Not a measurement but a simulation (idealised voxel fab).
process module | voxel capacitor over wiring
cross-section cut | 300 nm wide | cells 5 nm
A cross-section is a grid of square cells, given in bands from the top down. A band is one or more rows of cells.
Each band's line starts with the height of the band's top and of its bottom, in nm. Then come its materials from left to right, each with its width in nm. One material with "throughout" fills the band from edge to edge. "air" is empty space.
Height 0 is the level under which the wafer as received is all one material. The lowest band goes on downwards, as in "0 down".
A width such as "30 to 40" changes by the same amount from each row of cells to the next, from the band's top row to its bottom row.
"no change" after a step means that no cell of the cross-section changed.
closed voids: empty space of 8 cells or more with no open way to the top, each as width x height at its distance from the left edge, in nm
after a step's settings: what the simulator itself notes on the step
overlay nm, on a step with a mask: how far to the right of its planned place the mask lay; to the left if negative
Each pair below shows a cross-section before one step and the cross-section after it, down to the lowest band that changed. The line under each pair gives the step between them, with its settings. The pairs can come from different runs of this module on the same starting wafer, so a pair continues from the pair above only where its "before" says so.
before
  90 to 80: air 110 | TiN 55 | air 135
  80 to 75: air 110 | HfO2 55 | air 135
  75 to 70: air 105 | TiN 65 | air 130
  70 to 65: TiN throughout
  65 to 45: SiO2 110 | Ru 15 | SiO2 175
  45 to 40: SiCN 110 | Ru 15 | SiCN 175
  40 to 20: lowk 95 | SiN 5 | W 25 | SiN 5 | lowk 40 | SiN 5 | W 25 | SiN 5 | lowk 95
  20 to 15: SiN 100 | TiN 25 | SiN 50 | TiN 25 | SiN 100
  15 to 0: SiO2 throughout
  0 down: Si throughout
  closed voids: none
after
  110 to 90: SiO2 throughout
  90 to 80: SiO2 110 | TiN 55 | SiO2 135
  80 to 75: SiO2 110 | HfO2 55 | SiO2 135
  75 to 70: SiO2 105 | TiN 65 | SiO2 130
  below 70: unchanged
  closed voids: none
the step between: op FILL_DEP | material SiO2 | thk nm 20
before: the cross-section after the pair above
after
  105 to 90: SiO2 throughout
  below 90: unchanged
  closed voids: none
the step between: op CMP | height nm 105
before: the cross-section after the pair above
after
  115 to 105: aC throughout
  below 105: unchanged
  closed voids: none
the step between: op DIRECTIONAL_DEP | material aC | thk nm 10
before: the cross-section after the pair above
after
  140 to 115: resist 120 | air 15 | resist 165
  below 115: unchanged
  closed voids: none
the step between: op PATTERN | tone open | mask id PLUG_2 | material resist | width nm 15 | thk nm 25 | overlay nm 0
before: the cross-section after the pair above
after
  130 to 115: resist 120 | air 15 | resist 165
  115 to 105: aC 120 | air 15 | aC 165
  below 105: unchanged
  closed voids: none
the step between: op DIRECTIONAL_ETCH | etch materials aC | depth nm 10
before: the cross-section after the pair above
after
  115 to 105: aC 120 | air 15 | aC 165
  below 105: unchanged
  closed voids: none
the step between: op STRIP | etch materials resist
before: the cross-section after the pair above
after
  115 to 105: aC 120 | air 15 | aC 165
  105 to 90: SiO2 120 | air 15 | SiO2 165
  below 90: unchanged
  closed voids: none
the step between: op DIRECTIONAL_ETCH | etch materials SiO2 | depth nm 15
before: the cross-section after the pair above
after
  105 to 90: SiO2 120 | air 15 | SiO2 165
  below 90: unchanged
  closed voids: none
the step between: op STRIP | etch materials aC
before: the cross-section after the pair above
after
  110 to 105: TiN 125 | air 5 | TiN 170
  105 to 95: SiO2 120 | TiN 5 | air 5 | TiN 5 | SiO2 165
  95 to 90: SiO2 120 | TiN 15 | SiO2 165
  below 90: unchanged
  closed voids: none
the step between: op CONFORMAL_DEP | material TiN | thk nm 5
before: the cross-section after the pair above
after
  115 to 110: W throughout
  110 to 105: TiN 125 | W 5 | TiN 170
  105 to 95: SiO2 120 | TiN 5 | W 5 | TiN 5 | SiO2 165
  below 95: unchanged
  closed voids: none
the step between: op FILL_DEP | material W | thk nm 5
before: the cross-section after the pair above
after
  105 to 95: SiO2 120 | TiN 5 | W 5 | TiN 5 | SiO2 165
  below 95: unchanged
  closed voids: none
the step between: op CMP | height nm 105
before: the cross-section after the pair above
after
  110 to 105: SiCN throughout
  below 105: unchanged
  closed voids: none
the step between: op CONFORMAL_DEP | material SiCN | thk nm 5
before
  105 to 90: air 110 | aC 55 | air 135
  90 to 80: aC 110 | TiN 55 | aC 135
  80 to 75: aC 110 | HfO2 55 | aC 135
  75 to 65: TiN throughout
  65 to 45: SiO2 110 | Ru 15 | SiO2 175
  45 to 40: SiCN 110 | Ru 15 | SiCN 175
  40 to 20: lowk 95 | SiN 5 | W 25 | SiN 5 | lowk 40 | SiN 5 | W 25 | SiN 5 | lowk 95
  20 to 15: SiN 100 | TiN 25 | SiN 50 | TiN 25 | SiN 100
  15 to 0: SiO2 throughout
  0 down: Si throughout
  closed voids: none
after
  140 to 105: air 105 | resist 70 | air 125
  105 to 90: air 105 | resist 5 | aC 55 | resist 10 | air 125
  below 90: unchanged
  closed voids: none
the step between: op PATTERN | tone cover | mask id LOWER_PLATE | material resist | width nm 70 | thk nm 35 | overlay nm 0
before: the cross-section after the pair above
after
  125 to 105: air 105 | resist 70 | air 125
  105 to 90: air 105 | resist 5 | aC 55 | resist 10 | air 125
  90 to 80: air 105 | aC 5 | TiN 55 | aC 10 | air 125
  80 to 75: air 105 | aC 5 | HfO2 55 | aC 10 | air 125
  below 75: unchanged
  closed voids: none
the step between: op DIRECTIONAL_ETCH | etch materials aC | depth nm 15
before: the cross-section after the pair above
after
  105 to 90: air 110 | aC 55 | air 135
  below 90: unchanged
  closed voids: none
the step between: op STRIP | etch materials resist
before: the cross-section after the pair above
after
  105 to 90: air 110 | aC 55 | air 135
  90 to 80: air 105 | aC 5 | TiN 55 | aC 10 | air 125
  80 to 75: air 105 | aC 5 | HfO2 55 | aC 10 | air 125
  75 to 65: air 105 | TiN 70 | air 125
  below 65: unchanged
  closed voids: none
the step between: op DIRECTIONAL_ETCH | etch materials TiN | depth nm 10
before: the cross-section after the pair above
after
  90 to 80: air 110 | TiN 55 | air 135
  80 to 75: air 110 | HfO2 55 | air 135
  below 75: unchanged
  closed voids: none
the step between: op STRIP | etch materials aC
before: the cross-section after the pair above
after
  110 to 90: SiO2 throughout
  90 to 80: SiO2 110 | TiN 55 | SiO2 135
  80 to 75: SiO2 110 | HfO2 55 | SiO2 135
  75 to 65: SiO2 105 | TiN 70 | SiO2 125
  below 65: unchanged
  closed voids: none
the step between: op FILL_DEP | material SiO2 | thk nm 20
before: the cross-section after the pair above
after
  105 to 90: SiO2 throughout
  below 90: unchanged
  closed voids: none
the step between: op CMP | height nm 105
before: the cross-section after the pair above
after
  115 to 105: aC throughout
  below 105: unchanged
  closed voids: none
the step between: op DIRECTIONAL_DEP | material aC | thk nm 10
before: the cross-section after the pair above
after
  140 to 115: resist 120 | air 15 | resist 165
  below 115: unchanged
  closed voids: none
the step between: op PATTERN | tone open | mask id PLUG_2 | material resist | width nm 15 | thk nm 25 | overlay nm 0
before: the cross-section after the pair above
after
  130 to 115: resist 120 | air 15 | resist 165
  115 to 105: aC 120 | air 15 | aC 165
  below 105: unchanged
  closed voids: none
the step between: op DIRECTIONAL_ETCH | etch materials aC | depth nm 10
before: the cross-section after the pair above
after
  115 to 105: aC 120 | air 15 | aC 165
  below 105: unchanged
  closed voids: none
the step between: op STRIP | etch materials resist
before: the cross-section after the pair above
after
  115 to 105: aC 120 | air 15 | aC 165
  105 to 90: SiO2 120 | air 15 | SiO2 165
  below 90: unchanged
  closed voids: none
the step between: op DIRECTIONAL_ETCH | etch materials SiO2 | depth nm 15
before: the cross-section after the pair above
after
  105 to 90: SiO2 120 | air 15 | SiO2 165
  below 90: unchanged
  closed voids: none
the step between: op STRIP | etch materials aC
before: the cross-section after the pair above
after
  110 to 105: TiN 125 | air 5 | TiN 170
  105 to 95: SiO2 120 | TiN 5 | air 5 | TiN 5 | SiO2 165
  95 to 90: SiO2 120 | TiN 15 | SiO2 165
  below 90: unchanged
  closed voids: none
the step between: op CONFORMAL_DEP | material TiN | thk nm 5
before: the cross-section after the pair above
after
  115 to 110: W throughout
  110 to 105: TiN 125 | W 5 | TiN 170
  105 to 95: SiO2 120 | TiN 5 | W 5 | TiN 5 | SiO2 165
  below 95: unchanged
  closed voids: none
the step between: op FILL_DEP | material W | thk nm 5
before: the cross-section after the pair above
after
  105 to 95: SiO2 120 | TiN 5 | W 5 | TiN 5 | SiO2 165
  below 95: unchanged
  closed voids: none
the step between: op CMP | height nm 105
before: the cross-section after the pair above
after
  110 to 105: SiCN throughout
  below 105: unchanged
  closed voids: none
the step between: op CONFORMAL_DEP | material SiCN | thk nm 5
before
  40 to 20: W throughout
  20 to 15: TiN throughout
  15 to 0: SiO2 throughout
  0 down: Si throughout
  closed voids: none
after
  60 to 40: air 110 | resist 25 | air 50 | resist 25 | air 90
  below 40: unchanged
  closed voids: none
the step between: op PATTERN | tone cover | mask id METAL_1 | material resist | width nm 25 | pitch nm 75 | thk nm 20 | overlay nm 10
before: the cross-section after the pair above
after
  60 to 40: air 110 | resist 25 | air 50 | resist 25 | air 90
  40 to 20: air 110 | W 25 | air 50 | W 25 | air 90
  below 20: unchanged
  closed voids: none
the step between: op DIRECTIONAL_ETCH | etch materials W | depth nm 20
before: the cross-section after the pair above
after
  60 to 40: air 110 | resist 25 | air 50 | resist 25 | air 90
  40 to 20: air 110 | W 25 | air 50 | W 25 | air 90
  20 to 15: air 110 | TiN 25 | air 50 | TiN 25 | air 90
  below 15: unchanged
  closed voids: none
the step between: op DIRECTIONAL_ETCH | etch materials TiN | depth nm 5
before: the cross-section after the pair above
after
  40 to 20: air 110 | W 25 | air 50 | W 25 | air 90
  below 20: unchanged
  closed voids: none
the step between: op STRIP | etch materials resist
before: the cross-section after the pair above
after
  45 to 40: air 105 | SiN 35 | air 40 | SiN 35 | air 85
  40 to 20: air 105 | SiN 5 | W 25 | SiN 5 | air 40 | SiN 5 | W 25 | SiN 5 | air 85
  20 to 15: SiN 110 | TiN 25 | SiN 50 | TiN 25 | SiN 90
  below 15: unchanged
  closed voids: none
the step between: op CONFORMAL_DEP | material SiN | thk nm 5
before: the cross-section after the pair above
after
  55 to 45: lowk throughout
  45 to 40: lowk 105 | SiN 35 | lowk 40 | SiN 35 | lowk 85
  40 to 20: lowk 105 | SiN 5 | W 25 | SiN 5 | lowk 40 | SiN 5 | W 25 | SiN 5 | lowk 85
  below 20: unchanged
  closed voids: none
the step between: op FILL_DEP | material lowk | thk nm 10
before: the cross-section after the pair above
after
  40 to 20: lowk 105 | SiN 5 | W 25 | SiN 5 | lowk 40 | SiN 5 | W 25 | SiN 5 | lowk 85
  below 20: unchanged
  closed voids: none
the step between: op CMP | height nm 40
before: the cross-section after the pair above
after
  45 to 40: SiCN throughout
  below 40: unchanged
  closed voids: none
the step between: op CONFORMAL_DEP | material SiCN | thk nm 5
before: the cross-section after the pair above
after
  65 to 45: SiO2 throughout
  below 45: unchanged
  closed voids: none
the step between: op DIRECTIONAL_DEP | material SiO2 | thk nm 20
before: the cross-section after the pair above
after
  65 to 45: SiO2 110 | air 15 | SiO2 175
  below 45: unchanged
  closed voids: none
the step between: op MASKED_ETCH | tone open | mask id PLUG_1 | width nm 15 | etch materials SiO2 | depth nm 20 | overlay nm 0
before: the cross-section after the pair above
after
  65 to 45: SiO2 110 | air 15 | SiO2 175
  45 to 40: SiCN 110 | air 15 | SiCN 175
  below 40: unchanged
  closed voids: none
the step between: op MASKED_ETCH | tone open | mask id PLUG_1 | width nm 15 | etch materials SiCN | depth nm 5 | overlay nm 0
before: the cross-section after the pair above
after
  65 to 50: SiO2 110 | air 15 | SiO2 175
  50 to 45: SiO2 110 | Ru 15 | SiO2 175
  45 to 40: SiCN 110 | Ru 15 | SiCN 175
  below 40: unchanged
  closed voids: none
the step between: op EPI | material Ru | thk nm 10
before: the cross-section after the pair above
after
  65 to 60: SiO2 110 | air 15 | SiO2 175
  60 to 45: SiO2 110 | Ru 15 | SiO2 175
  below 45: unchanged
  closed voids: none
the step between: op EPI | material Ru | thk nm 10
before: the cross-section after the pair above
after
  65 to 45: SiO2 110 | Ru 15 | SiO2 175
  below 45: unchanged
  closed voids: none
the step between: op EPI | material Ru | thk nm 5
before: the cross-section after the pair above
after
  75 to 65: TiN throughout
  below 65: unchanged
  closed voids: none
the step between: op DIRECTIONAL_DEP | material TiN | thk nm 10
before: the cross-section after the pair above
after
  80 to 75: HfO2 throughout
  below 75: unchanged
  closed voids: none
the step between: op DIRECTIONAL_DEP | material HfO2 | thk nm 5
before: the cross-section after the pair above
after
  90 to 80: TiN throughout
  below 80: unchanged
  closed voids: none
the step between: op DIRECTIONAL_DEP | material TiN | thk nm 10
before: the cross-section after the pair above
after
  90 to 80: air 110 | TiN 55 | air 135
  below 80: unchanged
  closed voids: none
the step between: op MASKED_ETCH | tone cover | mask id UPPER_PLATE | width nm 55 | etch materials TiN | depth nm 10 | overlay nm 0
before: the cross-section after the pair above
after
  90 to 80: air 110 | TiN 55 | air 135
  80 to 75: air 110 | HfO2 55 | air 135
  below 75: unchanged
  closed voids: none
the step between: op MASKED_ETCH | tone cover | mask id UPPER_PLATE | width nm 55 | etch materials HfO2 | depth nm 5 | overlay nm 0
before: the cross-section after the pair above
after
  105 to 90: air 110 | aC 55 | air 135
  90 to 80: aC 110 | TiN 55 | aC 135
  80 to 75: aC 110 | HfO2 55 | aC 135
  below 75: unchanged
  closed voids: none
the step between: op DIRECTIONAL_DEP | material aC | thk nm 15
before: the cross-section after the pair above
after
  140 to 105: air 105 | resist 65 | air 130
  105 to 90: air 105 | resist 5 | aC 55 | resist 5 | air 130
  below 90: unchanged
  closed voids: none
the step between: op PATTERN | tone cover | mask id LOWER_PLATE | material resist | width nm 65 | thk nm 35 | overlay nm 0
before: the cross-section after the pair above
after
  125 to 105: air 105 | resist 65 | air 130
  105 to 90: air 105 | resist 5 | aC 55 | resist 5 | air 130
  90 to 80: air 105 | aC 5 | TiN 55 | aC 5 | air 130
  80 to 75: air 105 | aC 5 | HfO2 55 | aC 5 | air 130
  below 75: unchanged
  closed voids: none
the step between: op DIRECTIONAL_ETCH | etch materials aC | depth nm 15
before: the cross-section after the pair above
after
  105 to 90: air 110 | aC 55 | air 135
  below 90: unchanged
  closed voids: none
the step between: op STRIP | etch materials resist
before: the cross-section after the pair above
after
  105 to 90: air 110 | aC 55 | air 135
  90 to 80: air 105 | aC 5 | TiN 55 | aC 5 | air 130
  80 to 75: air 105 | aC 5 | HfO2 55 | aC 5 | air 130
  75 to 65: air 105 | TiN 65 | air 130
  below 65: unchanged
  closed voids: none
the step between: op DIRECTIONAL_ETCH | etch materials TiN | depth nm 10
before: the cross-section after the pair above
after
  90 to 80: air 110 | TiN 55 | air 135
  80 to 75: air 110 | HfO2 55 | air 135
  below 75: unchanged
  closed voids: none
the step between: op STRIP | etch materials aC
before: the cross-section after the pair above
after
  110 to 90: SiO2 throughout
  90 to 80: SiO2 110 | TiN 55 | SiO2 135
  80 to 75: SiO2 110 | HfO2 55 | SiO2 135
  75 to 65: SiO2 105 | TiN 65 | SiO2 130
  below 65: unchanged
  closed voids: none
the step between: op FILL_DEP | material SiO2 | thk nm 20
before: the cross-section after the pair above
after
  105 to 90: SiO2 throughout
  below 90: unchanged
  closed voids: none
the step between: op CMP | height nm 105
before: the cross-section after the pair above
after
  115 to 105: aC throughout
  below 105: unchanged
  closed voids: none
the step between: op DIRECTIONAL_DEP | material aC | thk nm 10
before: the cross-section after the pair above
after
  140 to 115: resist 120 | air 15 | resist 165
  below 115: unchanged
  closed voids: none
the step between: op PATTERN | tone open | mask id PLUG_2 | material resist | width nm 15 | thk nm 25 | overlay nm 0
before: the cross-section after the pair above
after
  130 to 115: resist 120 | air 15 | resist 165
  115 to 105: aC 120 | air 15 | aC 165
  below 105: unchanged
  closed voids: none
the step between: op DIRECTIONAL_ETCH | etch materials aC | depth nm 10
before: the cross-section after the pair above
after
  115 to 105: aC 120 | air 15 | aC 165
  below 105: unchanged
  closed voids: none
the step between: op STRIP | etch materials resist
before: the cross-section after the pair above
after
  115 to 105: aC 120 | air 15 | aC 165
  105 to 90: SiO2 120 | air 15 | SiO2 165
  below 90: unchanged
  closed voids: none
the step between: op DIRECTIONAL_ETCH | etch materials SiO2 | depth nm 15
before: the cross-section after the pair above
after
  105 to 90: SiO2 120 | air 15 | SiO2 165
  below 90: unchanged
  closed voids: none
the step between: op STRIP | etch materials aC
before: the cross-section after the pair above
after
  110 to 105: TiN 125 | air 5 | TiN 170
  105 to 95: SiO2 120 | TiN 5 | air 5 | TiN 5 | SiO2 165
  95 to 90: SiO2 120 | TiN 15 | SiO2 165
  below 90: unchanged
  closed voids: none
the step between: op CONFORMAL_DEP | material TiN | thk nm 5
before: the cross-section after the pair above
after
  115 to 110: W throughout
  110 to 105: TiN 125 | W 5 | TiN 170
  105 to 95: SiO2 120 | TiN 5 | W 5 | TiN 5 | SiO2 165
  below 95: unchanged
  closed voids: none
the step between: op FILL_DEP | material W | thk nm 5
before: the cross-section after the pair above
after
  105 to 95: SiO2 120 | TiN 5 | W 5 | TiN 5 | SiO2 165
  below 95: unchanged
  closed voids: none
the step between: op CMP | height nm 105
before: the cross-section after the pair above
after
  110 to 105: SiCN throughout
  below 105: unchanged
  closed voids: none
the step between: op CONFORMAL_DEP | material SiCN | thk nm 5
before
  45 to 40: air 95 | SiN 35 | air 40 | SiN 35 | air 95
  40 to 20: air 95 | SiN 5 | W 25 | SiN 5 | air 40 | SiN 5 | W 25 | SiN 5 | air 95
  20 to 15: SiN 100 | TiN 25 | SiN 50 | TiN 25 | SiN 100
  15 to 0: SiO2 throughout
  0 down: Si throughout
  closed voids: none
after
  55 to 40: SiN throughout
  40 to 20: SiN 100 | W 25 | SiN 50 | W 25 | SiN 100
  below 20: unchanged
  closed voids: none
the step between: op FILL_DEP | material SiN | thk nm 10
before: the cross-section after the pair above
after
  40 to 20: SiN 100 | W 25 | SiN 50 | W 25 | SiN 100
  below 20: unchanged
  closed voids: none
the step between: op CMP | height nm 40
before: the cross-section after the pair above
after
  45 to 40: SiCN throughout
  below 40: unchanged
  closed voids: none
the step between: op CONFORMAL_DEP | material SiCN | thk nm 5
before: the cross-section after the pair above
after
  65 to 45: SiO2 throughout
  below 45: unchanged
  closed voids: none
the step between: op DIRECTIONAL_DEP | material SiO2 | thk nm 20
before: the cross-section after the pair above
after
  65 to 45: SiO2 110 | air 15 | SiO2 175
  below 45: unchanged
  closed voids: none
the step between: op MASKED_ETCH | tone open | mask id PLUG_1 | width nm 15 | etch materials SiO2 | depth nm 20 | overlay nm 0
before: the cross-section after the pair above
after
  65 to 45: SiO2 110 | air 15 | SiO2 175
  45 to 40: SiCN 110 | air 15 | SiCN 175
  below 40: unchanged
  closed voids: none
the step between: op MASKED_ETCH | tone open | mask id PLUG_1 | width nm 15 | etch materials SiCN | depth nm 5 | overlay nm 0
before: the cross-section after the pair above
after
  65 to 50: SiO2 110 | air 15 | SiO2 175
  50 to 45: SiO2 110 | Ru 15 | SiO2 175
  45 to 40: SiCN 110 | Ru 15 | SiCN 175
  below 40: unchanged
  closed voids: none
the step between: op EPI | material Ru | thk nm 10
before: the cross-section after the pair above
after
  65 to 60: SiO2 110 | air 15 | SiO2 175
  60 to 45: SiO2 110 | Ru 15 | SiO2 175
  below 45: unchanged
  closed voids: none
the step between: op EPI | material Ru | thk nm 10
before: the cross-section after the pair above
after
  65 to 45: SiO2 110 | Ru 15 | SiO2 175
  below 45: unchanged
  closed voids: none
the step between: op EPI | material Ru | thk nm 5
before: the cross-section after the pair above
after
  75 to 65: TiN throughout
  below 65: unchanged
  closed voids: none
the step between: op DIRECTIONAL_DEP | material TiN | thk nm 10
before: the cross-section after the pair above
after
  80 to 75: HfO2 throughout
  below 75: unchanged
  closed voids: none
the step between: op DIRECTIONAL_DEP | material HfO2 | thk nm 5
before: the cross-section after the pair above
after
  90 to 80: TiN throughout
  below 80: unchanged
  closed voids: none
the step between: op DIRECTIONAL_DEP | material TiN | thk nm 10
before: the cross-section after the pair above
after
  90 to 80: air 110 | TiN 55 | air 135
  below 80: unchanged
  closed voids: none
the step between: op MASKED_ETCH | tone cover | mask id UPPER_PLATE | width nm 55 | etch materials TiN | depth nm 10 | overlay nm 0
before: the cross-section after the pair above
after
  90 to 80: air 110 | TiN 55 | air 135
  80 to 75: air 110 | HfO2 55 | air 135
  below 75: unchanged
  closed voids: none
the step between: op MASKED_ETCH | tone cover | mask id UPPER_PLATE | width nm 55 | etch materials HfO2 | depth nm 5 | overlay nm 0
before: the cross-section after the pair above
after
  105 to 90: air 110 | aC 55 | air 135
  90 to 80: aC 110 | TiN 55 | aC 135
  80 to 75: aC 110 | HfO2 55 | aC 135
  below 75: unchanged
  closed voids: none
the step between: op DIRECTIONAL_DEP | material aC | thk nm 15
before: the cross-section after the pair above
after
  140 to 105: air 105 | resist 65 | air 130
  105 to 90: air 105 | resist 5 | aC 55 | resist 5 | air 130
  below 90: unchanged
  closed voids: none
the step between: op PATTERN | tone cover | mask id LOWER_PLATE | material resist | width nm 65 | thk nm 35 | overlay nm 0
before: the cross-section after the pair above
after
  125 to 105: air 105 | resist 65 | air 130
  105 to 90: air 105 | resist 5 | aC 55 | resist 5 | air 130
  90 to 80: air 105 | aC 5 | TiN 55 | aC 5 | air 130
  80 to 75: air 105 | aC 5 | HfO2 55 | aC 5 | air 130
  below 75: unchanged
  closed voids: none
the step between: op DIRECTIONAL_ETCH | etch materials aC | depth nm 15
before: the cross-section after the pair above
after
  105 to 90: air 110 | aC 55 | air 135
  below 90: unchanged
  closed voids: none
the step between: op STRIP | etch materials resist
before: the cross-section after the pair above
after
  105 to 90: air 110 | aC 55 | air 135
  90 to 80: air 105 | aC 5 | TiN 55 | aC 5 | air 130
  80 to 75: air 105 | aC 5 | HfO2 55 | aC 5 | air 130
  75 to 65: air 105 | TiN 65 | air 130
  below 65: unchanged
  closed voids: none
the step between: op DIRECTIONAL_ETCH | etch materials TiN | depth nm 10
before: the cross-section after the pair above
after
  90 to 80: air 110 | TiN 55 | air 135
  80 to 75: air 110 | HfO2 55 | air 135
  below 75: unchanged
  closed voids: none
the step between: op STRIP | etch materials aC
before: the cross-section after the pair above
after
  110 to 90: SiO2 throughout
  90 to 80: SiO2 110 | TiN 55 | SiO2 135
  80 to 75: SiO2 110 | HfO2 55 | SiO2 135
  75 to 65: SiO2 105 | TiN 65 | SiO2 130
  below 65: unchanged
  closed voids: none
the step between: op FILL_DEP | material SiO2 | thk nm 20
before: the cross-section after the pair above
after
  105 to 90: SiO2 throughout
  below 90: unchanged
  closed voids: none
the step between: op CMP | height nm 105
before: the cross-section after the pair above
after
  115 to 105: aC throughout
  below 105: unchanged
  closed voids: none
the step between: op DIRECTIONAL_DEP | material aC | thk nm 10
before: the cross-section after the pair above
after
  140 to 115: resist 120 | air 15 | resist 165
  below 115: unchanged
  closed voids: none
the step between: op PATTERN | tone open | mask id PLUG_2 | material resist | width nm 15 | thk nm 25 | overlay nm 0
before: the cross-section after the pair above
after
  130 to 115: resist 120 | air 15 | resist 165
  115 to 105: aC 120 | air 15 | aC 165
  below 105: unchanged
  closed voids: none
the step between: op DIRECTIONAL_ETCH | etch materials aC | depth nm 10
before: the cross-section after the pair above
after
  115 to 105: aC 120 | air 15 | aC 165
  below 105: unchanged
  closed voids: none
the step between: op STRIP | etch materials resist
before: the cross-section after the pair above
after
  115 to 105: aC 120 | air 15 | aC 165
  105 to 90: SiO2 120 | air 15 | SiO2 165
  below 90: unchanged
  closed voids: none
the step between: op DIRECTIONAL_ETCH | etch materials SiO2 | depth nm 15
before: the cross-section after the pair above
after
  105 to 90: SiO2 120 | air 15 | SiO2 165
  below 90: unchanged
  closed voids: none
the step between: op STRIP | etch materials aC
before: the cross-section after the pair above
after
  110 to 105: TiN 125 | air 5 | TiN 170
  105 to 95: SiO2 120 | TiN 5 | air 5 | TiN 5 | SiO2 165
  95 to 90: SiO2 120 | TiN 15 | SiO2 165
  below 90: unchanged
  closed voids: none
the step between: op CONFORMAL_DEP | material TiN | thk nm 5
before: the cross-section after the pair above
after
  115 to 110: W throughout
  110 to 105: TiN 125 | W 5 | TiN 170
  105 to 95: SiO2 120 | TiN 5 | W 5 | TiN 5 | SiO2 165
  below 95: unchanged
  closed voids: none
the step between: op FILL_DEP | material W | thk nm 5
before: the cross-section after the pair above
after
  105 to 95: SiO2 120 | TiN 5 | W 5 | TiN 5 | SiO2 165
  below 95: unchanged
  closed voids: none
the step between: op CMP | height nm 105
before: the cross-section after the pair above
after
  110 to 105: SiCN throughout
  below 105: unchanged
  closed voids: none
the step between: op CONFORMAL_DEP | material SiCN | thk nm 5
before
  40 to 20: W throughout
  20 to 15: TiN throughout
  15 to 0: SiO2 throughout
  0 down: Si throughout
  closed voids: none
after
  60 to 40: resist 100 | air 25 | resist 50 | air 25 | resist 100
  below 40: unchanged
  closed voids: none
the step between: op PATTERN | tone open | mask id METAL_1 | material resist | width nm 25 | pitch nm 75 | thk nm 20 | overlay nm 0
before: the cross-section after the pair above
after
  60 to 40: resist 100 | air 25 | resist 50 | air 25 | resist 100
  40 to 20: W 100 | air 25 | W 50 | air 25 | W 100
  below 20: unchanged
  closed voids: none
the step between: op DIRECTIONAL_ETCH | etch materials W | depth nm 20
before: the cross-section after the pair above
after
  60 to 40: resist 100 | air 25 | resist 50 | air 25 | resist 100
  40 to 20: W 100 | air 25 | W 50 | air 25 | W 100
  20 to 15: TiN 100 | air 25 | TiN 50 | air 25 | TiN 100
  below 15: unchanged
  closed voids: none
the step between: op DIRECTIONAL_ETCH | etch materials TiN | depth nm 5
before: the cross-section after the pair above
after
  40 to 20: W 100 | air 25 | W 50 | air 25 | W 100
  below 20: unchanged
  closed voids: none
the step between: op STRIP | etch materials resist
before: the cross-section after the pair above
after
  45 to 40: SiN 105 | air 15 | SiN 60 | air 15 | SiN 105
  40 to 20: W 100 | SiN 5 | air 15 | SiN 5 | W 50 | SiN 5 | air 15 | SiN 5 | W 100
  20 to 15: TiN 100 | SiN 25 | TiN 50 | SiN 25 | TiN 100
  below 15: unchanged
  closed voids: none
the step between: op CONFORMAL_DEP | material SiN | thk nm 5
before: the cross-section after the pair above
after
  55 to 45: lowk throughout
  45 to 40: SiN 105 | lowk 15 | SiN 60 | lowk 15 | SiN 105
  40 to 20: W 100 | SiN 5 | lowk 15 | SiN 5 | W 50 | SiN 5 | lowk 15 | SiN 5 | W 100
  below 20: unchanged
  closed voids: none
the step between: op FILL_DEP | material lowk | thk nm 10
before: the cross-section after the pair above
after
  40 to 20: W 100 | SiN 5 | lowk 15 | SiN 5 | W 50 | SiN 5 | lowk 15 | SiN 5 | W 100
  below 20: unchanged
  closed voids: none
the step between: op CMP | height nm 40
before: the cross-section after the pair above
after
  45 to 40: SiCN throughout
  below 40: unchanged
  closed voids: none
the step between: op CONFORMAL_DEP | material SiCN | thk nm 5
before: the cross-section after the pair above
after
  65 to 45: SiO2 throughout
  below 45: unchanged
  closed voids: none
the step between: op DIRECTIONAL_DEP | material SiO2 | thk nm 20
before: the cross-section after the pair above
after
  65 to 45: SiO2 110 | air 15 | SiO2 175
  below 45: unchanged
  closed voids: none
the step between: op MASKED_ETCH | tone open | mask id PLUG_1 | width nm 15 | etch materials SiO2 | depth nm 20 | overlay nm 0
before: the cross-section after the pair above
after
  65 to 45: SiO2 110 | air 15 | SiO2 175
  45 to 40: SiCN 110 | air 15 | SiCN 175
  below 40: unchanged
  closed voids: none
the step between: op MASKED_ETCH | tone open | mask id PLUG_1 | width nm 15 | etch materials SiCN | depth nm 5 | overlay nm 0
before: the cross-section after the pair above
after
  75 to 65: TiN 110 | air 15 | TiN 175
  65 to 50: SiO2 110 | air 15 | SiO2 175
  50 to 45: SiO2 110 | TiN 15 | SiO2 175
  45 to 40: SiCN 110 | TiN 15 | SiCN 175
  below 40: unchanged
  closed voids: none
the step between: op DIRECTIONAL_DEP | material TiN | thk nm 10
before: the cross-section after the pair above
after
  80 to 75: HfO2 110 | air 15 | HfO2 175
  75 to 65: TiN 110 | air 15 | TiN 175
  65 to 55: SiO2 110 | air 15 | SiO2 175
  55 to 50: SiO2 110 | HfO2 15 | SiO2 175
  below 50: unchanged
  closed voids: none
the step between: op DIRECTIONAL_DEP | material HfO2 | thk nm 5
before: the cross-section after the pair above
after
  90 to 80: TiN 110 | air 15 | TiN 175
  80 to 75: HfO2 110 | air 15 | HfO2 175
  75 to 65: TiN 110 | air 15 | TiN 175
  65 to 55: SiO2 110 | TiN 15 | SiO2 175
  below 55: unchanged
  closed voids: none
the step between: op DIRECTIONAL_DEP | material TiN | thk nm 10
before: the cross-section after the pair above
after
  90 to 80: air 125 | TiN 40 | air 135
  below 80: unchanged
  closed voids: none
the step between: op MASKED_ETCH | tone cover | mask id UPPER_PLATE | width nm 55 | etch materials TiN | depth nm 10 | overlay nm 0
before: the cross-section after the pair above
after
  90 to 80: air 125 | TiN 40 | air 135
  80 to 75: air 125 | HfO2 40 | air 135
  below 75: unchanged
  closed voids: none
the step between: op MASKED_ETCH | tone cover | mask id UPPER_PLATE | width nm 55 | etch materials HfO2 | depth nm 5 | overlay nm 0
before: the cross-section after the pair above
after
  105 to 90: air 125 | aC 40 | air 135
  90 to 80: aC 110 | air 15 | TiN 40 | aC 135
  80 to 75: aC 125 | HfO2 40 | aC 135
  75 to 65: TiN 110 | aC 15 | TiN 175
  below 65: unchanged
  closed voids: none
the step between: op DIRECTIONAL_DEP | material aC | thk nm 15
before: the cross-section after the pair above
after
  140 to 105: air 105 | resist 65 | air 130
  105 to 90: air 105 | resist 20 | aC 40 | resist 5 | air 130
  90 to 80: aC 110 | resist 15 | TiN 40 | aC 135
  below 80: unchanged
  closed voids: none
the step between: op PATTERN | tone cover | mask id LOWER_PLATE | material resist | width nm 65 | thk nm 35 | overlay nm 0
before: the cross-section after the pair above
after
  125 to 105: air 105 | resist 65 | air 130
  105 to 90: air 105 | resist 20 | aC 40 | resist 5 | air 130
  90 to 80: air 105 | aC 5 | resist 15 | TiN 40 | aC 5 | air 130
  80 to 75: air 105 | aC 20 | HfO2 40 | aC 5 | air 130
  below 75: unchanged
  closed voids: none
the step between: op DIRECTIONAL_ETCH | etch materials aC | depth nm 15
before: the cross-section after the pair above
after
  105 to 90: air 125 | aC 40 | air 135
  90 to 80: air 105 | aC 5 | air 15 | TiN 40 | aC 5 | air 130
  below 80: unchanged
  closed voids: none
the step between: op STRIP | etch materials resist
